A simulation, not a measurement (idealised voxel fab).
The process module that follows is named voxel gate over fins.
Cross-section cut: width 270 nm, square cells of 5 nm.
A cross-section is written here as square cells arranged in a grid, and it is given in bands from the top down, each band taking up one or more rows of cells.
The entry gives the band's vertical extent as a top height and a bottom height in nm, then its horizontal make-up as materials from left to right, each with a width in nm. "empty" stands for empty space; a single material marked "edge to edge" fills the band edge to edge.
Measure heights from 0. That's the level where, below it, the as-received wafer is all one material. The lowest band is bottomless and extends downward; write it as in "0 nm and below".
You'd read "30..40" like this: the band's top row of cells is as wide as the first number, its bottom row is as wide as the second, and going down, every row changes width by the same amount as the row before did.
Take "same as before" at face value: in the step it is given for, the cross-section changed in none of its cells.
Each empty space that has no open way to the top and spans at least 8 cells appears under "Enclosed void inventory" as width x height at distance, the distance counted from the left edge, all in nm.
Where a step's line continues beyond its settings, the continuation is a remark by the simulator itself on that step.
"overlay nm" on a masked step: distance the mask lay right of its planned place, negative for left.
**Planned step list for the process**
step 1: RECEIVE: material Si
step 2: CONFORMAL_DEP: material SiN, thk nm 5
step 3: DIRECTIONAL_DEP: material aC, thk nm 10
step 4: PATTERN: tone cover, mask id FINS, material resist, width nm 15, pitch nm 50, thk nm 30, overlay nm 0
step 5: DIRECTIONAL_ETCH: etch materials aC, depth nm 10
step 6: STRIP: etch materials resist
step 7: DIRECTIONAL_ETCH: etch materials SiN, depth nm 5
step 8: DIRECTIONAL_ETCH: etch materials Si, depth nm 40
step 9: STRIP: etch materials aC
step 10: FILL_DEP: material SiO2, thk nm 5
step 11: CMP: height nm 5
step 12: PATTERN: tone open, mask id RAIL, material resist, width nm 15, thk nm 20, overlay nm 0
step 13: DIRECTIONAL_ETCH: etch materials SiO2, depth nm 40
step 14: STRIP: etch materials resist
step 15: CONFORMAL_DEP: material TiN, thk nm 5
step 16: FILL_DEP: material W, thk nm 5
step 17: CMP: height nm 5
step 18: SELECTIVE_ETCH: etch materials W Ru TiN, depth nm 20
step 19: FILL_DEP: material SiO2, thk nm 5
step 20: CMP: height nm 5
step 21: SELECTIVE_ETCH: etch materials SiO2, depth nm 15
step 22: STRIP: etch materials SiN
step 23: CONFORMAL_DEP: material HfO2, thk nm 5
step 24: CONFORMAL_DEP: material TiN, thk nm 5
step 25: FILL_DEP: material W, thk nm 10
step 26: CMP: height nm 15
step 27: CONFORMAL_DEP: material SiCN, thk nm 5
**Account of the first of two wafers, which was processed as intended**
**Step 1 complete: cross-section of the wafer as received**
> 0 nm and below: Si edge to edge
> Enclosed void inventory: none
**So this is the wafer cross-section right after step 2**
> 5 nm to 0 nm: SiN edge to edge
> Under 0: no change, same as before.
**So this is the wafer cross-section right after step 3**
> 15 nm to 5 nm: aC edge to edge
> Under 5: no change, same as before.
**So this is the wafer cross-section right after step 4**
> 45 nm to 15 nm: 100 of empty, then 15 of resist, then 35 of empty, then 15 of resist, then 105 of empty
> Under 15: no change, same as before.
**So this is the wafer cross-section right after step 5**
> 35 nm to 15 nm: 100 of empty, then 15 of resist, then 35 of empty, then 15 of resist, then 105 of empty
> 15 nm to 5 nm: 100 of empty, then 15 of aC, then 35 of empty, then 15 of aC, then 105 of empty
> Under 5: no change, same as before.
**So this is the wafer cross-section right after step 6**
> 15 nm to 5 nm: 100 of empty, then 15 of aC, then 35 of empty, then 15 of aC, then 105 of empty
> Under 5: no change, same as before.
**So this is the wafer cross-section right after step 7**
> 15 nm to 5 nm: 100 of empty, then 15 of aC, then 35 of empty, then 15 of aC, then 105 of empty
> 5 nm to 0 nm: 100 of empty, then 15 of SiN, then 35 of empty, then 15 of SiN, then 105 of empty
> Under 0: no change, same as before.
**So this is the wafer cross-section right after step 8**
> 15 nm to 5 nm: 100 of empty, then 15 of aC, then 35 of empty, then 15 of aC, then 105 of empty
> 5 nm to 0 nm: 100 of empty, then 15 of SiN, then 35 of empty, then 15 of SiN, then 105 of empty
> 0 nm to -40 nm: 100 of empty, then 15 of Si, then 35 of empty, then 15 of Si, then 105 of empty
> Under -40: no change, same as before.
**So this is the wafer cross-section right after step 9**
> 5 nm to 0 nm: 100 of empty, then 15 of SiN, then 35 of empty, then 15 of SiN, then 105 of empty
> Under 0: no change, same as before.
**So this is the wafer cross-section right after step 10**
> 10 nm to 5 nm: SiO2 edge to edge
> 5 nm to 0 nm: 100 of SiO2, then 15 of SiN, then 35 of SiO2, then 15 of SiN, then 105 of SiO2
> 0 nm to -40 nm: 100 of SiO2, then 15 of Si, then 35 of SiO2, then 15 of Si, then 105 of SiO2
> Under -40: no change, same as before.
**So this is the wafer cross-section right after step 11**
> 5 nm to 0 nm: 100 of SiO2, then 15 of SiN, then 35 of SiO2, then 15 of SiN, then 105 of SiO2
> Under 0: no change, same as before.
**So this is the wafer cross-section right after step 12**
> 25 nm to 5 nm: 125 of resist, then 15 of empty, then 130 of resist
> Under 5: no change, same as before.
**So this is the wafer cross-section right after step 13**
> 25 nm to 5 nm: 125 of resist, then 15 of empty, then 130 of resist
> 5 nm to 0 nm: 100 of SiO2, then 15 of SiN, then 10 of SiO2, then 15 of empty, then 10 of SiO2, then 15 of SiN, then 105 of SiO2
> 0 nm to -35 nm: 100 of SiO2, then 15 of Si, then 10 of SiO2, then 15 of empty, then 10 of SiO2, then 15 of Si, then 105 of SiO2
> Under -35: no change, same as before.
**So this is the wafer cross-section right after step 14**
> 5 nm to 0 nm: 100 of SiO2, then 15 of SiN, then 10 of SiO2, then 15 of empty, then 10 of SiO2, then 15 of SiN, then 105 of SiO2
> Under 0: no change, same as before.
**So this is the wafer cross-section right after step 15**
> 10 nm to 5 nm: 130 of TiN, then 5 of empty, then 135 of TiN
> 5 nm to 0 nm: 100 of SiO2, then 15 of SiN, then 10 of SiO2, then 5 of TiN, then 5 of empty, then 5 of TiN, then 10 of SiO2, then 15 of SiN, then 105 of SiO2
> 0 nm to -30 nm: 100 of SiO2, then 15 of Si, then 10 of SiO2, then 5 of TiN, then 5 of empty, then 5 of TiN, then 10 of SiO2, then 15 of Si, then 105 of SiO2
> -30 nm to -35 nm: 100 of SiO2, then 15 of Si, then 10 of SiO2, then 15 of TiN, then 10 of SiO2, then 15 of Si, then 105 of SiO2
> Under -35: no change, same as before.
**So this is the wafer cross-section right after step 16**
> 15 nm to 10 nm: W edge to edge
> 10 nm to 5 nm: 130 of TiN, then 5 of W, then 135 of TiN
> 5 nm to 0 nm: 100 of SiO2, then 15 of SiN, then 10 of SiO2, then 5 of TiN, then 5 of W, then 5 of TiN, then 10 of SiO2, then 15 of SiN, then 105 of SiO2
> 0 nm to -30 nm: 100 of SiO2, then 15 of Si, then 10 of SiO2, then 5 of TiN, then 5 of W, then 5 of TiN, then 10 of SiO2, then 15 of Si, then 105 of SiO2
> Under -30: no change, same as before.
**So this is the wafer cross-section right after step 17**
> 5 nm to 0 nm: 100 of SiO2, then 15 of SiN, then 10 of SiO2, then 5 of TiN, then 5 of W, then 5 of TiN, then 10 of SiO2, then 15 of SiN, then 105 of SiO2
> Under 0: no change, same as before.
**So this is the wafer cross-section right after step 18**
> 5 nm to 0 nm: 100 of SiO2, then 15 of SiN, then 10 of SiO2, then 15 of empty, then 10 of SiO2, then 15 of SiN, then 105 of SiO2
> 0 nm to -15 nm: 100 of SiO2, then 15 of Si, then 10 of SiO2, then 15 of empty, then 10 of SiO2, then 15 of Si, then 105 of SiO2
> Under -15: no change, same as before.
**So this is the wafer cross-section right after step 19**
> 10 nm to 5 nm: SiO2 edge to edge
> 5 nm to 0 nm: 100 of SiO2, then 15 of SiN, then 35 of SiO2, then 15 of SiN, then 105 of SiO2
> 0 nm to -15 nm: 100 of SiO2, then 15 of Si, then 35 of SiO2, then 15 of Si, then 105 of SiO2
> Under -15: no change, same as before.
**So this is the wafer cross-section right after step 20**
> 5 nm to 0 nm: 100 of SiO2, then 15 of SiN, then 35 of SiO2, then 15 of SiN, then 105 of SiO2
> Under 0: no change, same as before.
**So this is the wafer cross-section right after step 21**
> 5 nm to 0 nm: 100 of empty, then 15 of SiN, then 35 of empty, then 15 of SiN, then 105 of empty
> 0 nm to -10 nm: 100 of empty, then 15 of Si, then 35 of empty, then 15 of Si, then 105 of empty
> Under -10: no change, same as before.
**So this is the wafer cross-section right after step 22**
> 0 nm to -10 nm: 100 of empty, then 15 of Si, then 35 of empty, then 15 of Si, then 105 of empty
> Under -10: no change, same as before.
**So this is the wafer cross-section right after step 23**
> 5 nm to 0 nm: 95 of empty, then 25 of HfO2, then 25 of empty, then 25 of HfO2, then 100 of empty
> 0 nm to -5 nm: 95 of empty, then 5 of HfO2, then 15 of Si, then 5 of HfO2, then 25 of empty, then 5 of HfO2, then 15 of Si, then 5 of HfO2, then 100 of empty
> -5 nm to -10 nm: 100 of HfO2, then 15 of Si, then 35 of HfO2, then 15 of Si, then 105 of HfO2
> Under -10: no change, same as before.
**So this is the wafer cross-section right after step 24**
> 10 nm to 5 nm: 90 of empty, then 35 of TiN, then 15 of empty, then 35 of TiN, then 95 of empty
> 5 nm to 0 nm: 90 of empty, then 5 of TiN, then 25 of HfO2, then 5 of TiN, then 15 of empty, then 5 of TiN, then 25 of HfO2, then 5 of TiN, then 95 of empty
> 0 nm to -5 nm: 95 of TiN, then 5 of HfO2, then 15 of Si, then 5 of HfO2, then 25 of TiN, then 5 of HfO2, then 15 of Si, then 5 of HfO2, then 100 of TiN
> Under -5: no change, same as before.
**So this is the wafer cross-section right after step 25**
> 20 nm to 10 nm: W edge to edge
> 10 nm to 5 nm: 90 of W, then 35 of TiN, then 15 of W, then 35 of TiN, then 95 of W
> 5 nm to 0 nm: 90 of W, then 5 of TiN, then 25 of HfO2, then 5 of TiN, then 15 of W, then 5 of TiN, then 25 of HfO2, then 5 of TiN, then 95 of W
> Under 0: no change, same as before.
**So this is the wafer cross-section right after step 26**
> 15 nm to 10 nm: W edge to edge
> Under 10: no change, same as before.
**So this is the wafer cross-section right after step 27**
> 20 nm to 15 nm: SiCN edge to edge
> Under 15: no change, same as before.
**What follows concerns the second wafer, which started out like the first and was meant to follow the very same plan; one mistake crept in when it was run, but everything up to and including step 20 is the same as for the first wafer**
**Cross-section of the second wafer at the time by which step 21 should have been completed according to the plan**
> 5 nm to 0 nm: 100 of SiO2, then 15 of empty, then 35 of SiO2, then 15 of empty, then 105 of SiO2
> Under 0: no change, same as before.
**Cross-section of the second wafer at the time by which step 22 should have been completed according to the plan**
> 0 nm to -10 nm: 100 of empty, then 15 of Si, then 35 of empty, then 15 of Si, then 105 of empty
> -10 nm to -15 nm: 85 of SiO2, then 15 of empty, then 15 of Si, then 15 of empty, then 5 of SiO2, then 15 of empty, then 15 of Si, then 15 of empty, then 90 of SiO2
> Under -15: no change, same as before.
**Cross-section of the second wafer at the time by which step 23 should have been completed according to the plan**
> 5 nm to 0 nm: 95 of empty, then 25 of HfO2, then 25 of empty, then 25 of HfO2, then 100 of empty
> 0 nm to -5 nm: 95 of empty, then 5 of HfO2, then 15 of Si, then 5 of HfO2, then 25 of empty, then 5 of HfO2, then 15 of Si, then 5 of HfO2, then 100 of empty
> -5 nm to -10 nm: 90 of HfO2, then 5 of empty, then 5 of HfO2, then 15 of Si, then 5 of HfO2, then 5 of empty, then 15 of HfO2, then 5 of empty, then 5 of HfO2, then 15 of Si, then 5 of HfO2, then 5 of empty, then 95 of HfO2
> -10 nm to -15 nm: 85 of SiO2, then 15 of HfO2, then 15 of Si, then 15 of HfO2, then 5 of SiO2, then 15 of HfO2, then 15 of Si, then 15 of HfO2, then 90 of SiO2
> Under -15: no change, same as before.
**Cross-section of the second wafer at the time by which step 24 should have been completed according to the plan**
> 10 nm to 5 nm: 90 of empty, then 35 of TiN, then 15 of empty, then 35 of TiN, then 95 of empty
> 5 nm to 0 nm: 90 of empty, then 5 of TiN, then 25 of HfO2, then 5 of TiN, then 15 of empty, then 5 of TiN, then 25 of HfO2, then 5 of TiN, then 95 of empty
> 0 nm to -5 nm: 95 of TiN, then 5 of HfO2, then 15 of Si, then 5 of HfO2, then 25 of TiN, then 5 of HfO2, then 15 of Si, then 5 of HfO2, then 100 of TiN
> -5 nm to -10 nm: 90 of HfO2, then 5 of TiN, then 5 of HfO2, then 15 of Si, then 5 of HfO2, then 5 of TiN, then 15 of HfO2, then 5 of TiN, then 5 of HfO2, then 15 of Si, then 5 of HfO2, then 5 of TiN, then 95 of HfO2
> Under -10: no change, same as before.
**Cross-section of the second wafer at the time by which step 25 should have been completed according to the plan**
> 20 nm to 10 nm: W edge to edge
> 10 nm to 5 nm: 90 of W, then 35 of TiN, then 15 of W, then 35 of TiN, then 95 of W
> 5 nm to 0 nm: 90 of W, then 5 of TiN, then 25 of HfO2, then 5 of TiN, then 15 of W, then 5 of TiN, then 25 of HfO2, then 5 of TiN, then 95 of W
> Under 0: no change, same as before.
**Cross-section of the second wafer at the time by which step 26 should have been completed according to the plan**
> 15 nm to 10 nm: W edge to edge
> Under 10: no change, same as before.
**Cross-section of the second wafer at the time by which step 27 should have been completed according to the plan**
> 20 nm to 15 nm: SiCN edge to edge
> Under 15: no change, same as before.
Error vs. plan: order of steps 21 and 22 inverted relative to the plan
FYI, end of process, the second wafer has more or fewer cells of some materials than the first: HfO2: 8 more; SiO2: 12 fewer; TiN: 4 more
